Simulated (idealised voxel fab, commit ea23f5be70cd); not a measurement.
Title: Process Module voxel self aligned vias
The width of the displayed cross-section, cut, is 280 nm; its cells are square, with a size of 5 nm.
Heads up, the way a cross-section reads in here is a grid of square cells, handed over as bands from the top down, with every band being one or more rows of cells.
First you get the band's top height and its bottom height, in nm, and then the materials it's made of, left to right, with each width in nm. If you see a single material with "all across", that one covers the band edge to edge. "empty" is empty space.
Height is counted from the level 0, under which the received wafer is composed throughout of one material. The lowest of the bands is not closed at the bottom but continues downward, in the notation "0..down".
A two-number width, for instance "30->40", indicates that the width is equal to the first number in the top row of the band and to the second number in the bottom row, and that it changes by a constant amount per row of cells.
"stayed the same", as given for a step, is the statement that not any cell of the cross-section underwent a change during that step.
Under "Sealed cavities" you'll find the enclosed gaps, the ones with no way out to the top, that are 8 cells or bigger; each reads width x height at distance, with distance counted from the left edge, everything in nm.
Whatever follows a step's settings on its line is a remark the simulator itself makes about that step.
A step's line can hold "overlay nm"; with a mask on that step, the setting says how far right of the planned place the mask lay, while a negative setting says it lay to the left.
Listed below are the process steps as planned
step 1: op RECEIVE | material Si
step 2: op CONFORMAL_DEP | material SiO2 | thk nm 15
step 3: op CONFORMAL_DEP | material SiCN | thk nm 5
step 4: op DIRECTIONAL_DEP | material SiO2 | thk nm 30
step 5: op MASKED_ETCH | tone open | mask id LINES | width nm 30 | pitch nm 65 | etch materials SiO2 | depth nm 30 | overlay nm 0
step 6: op CONFORMAL_DEP | material TiN | thk nm 5
step 7: op FILL_DEP | material Ru | thk nm 5
step 8: op CMP | height nm 50
step 9: op SELECTIVE_ETCH | etch materials W Ru TiN | depth nm 5
step 10: op FILL_DEP | material SiN | thk nm 5
step 11: op CMP | height nm 50
step 12: op DIRECTIONAL_DEP | material SiO2 | thk nm 15
step 13: op MASKED_ETCH | tone open | mask id VIAS | width nm 40 | pitch nm 130 | etch materials SiO2 | depth nm 15 | overlay nm 0
step 14: op MASKED_ETCH | tone open | mask id VIAS | width nm 40 | pitch nm 130 | etch materials SiN | depth nm 5 | overlay nm 0
step 15: op CONFORMAL_DEP | material TiN | thk nm 5
step 16: op FILL_DEP | material Ru | thk nm 5
step 17: op CMP | height nm 65
step 18: op CONFORMAL_DEP | material SiN | thk nm 5
Received-state cross-section, reflecting completion of step 1
- 0..down | Si all across
- Sealed cavities: none
A wafer at the end: this start, this plan, one mistake
- 70..65 | SiN all across
- 65..60 | 60 of TiN  30 of Ru  100 of TiN  30 of Ru  60 of TiN
- 60..50 | 55 of SiO2  5 of TiN  30 of Ru  5 of TiN  90 of SiO2  5 of TiN  30 of Ru  5 of TiN  55 of SiO2
- 50..45 | 55 of SiO2  40 of TiN  90 of SiO2  40 of TiN  55 of SiO2
- 45..25 | 60 of SiO2  5 of TiN  20 of Ru  5 of TiN  35 of SiO2  5 of TiN  20 of Ru  5 of TiN  35 of SiO2  5 of TiN  20 of Ru  5 of TiN  60 of SiO2
- 25..20 | 60 of SiO2  30 of TiN  35 of SiO2  30 of TiN  35 of SiO2  30 of TiN  60 of SiO2
- 20..15 | SiCN all across
- 15..0 | SiO2 all across
- 0..down | Si all across
- Sealed cavities: none
what went wrong: step 11 went in with a setting other than planned; the actual run was op CMP | height nm 45
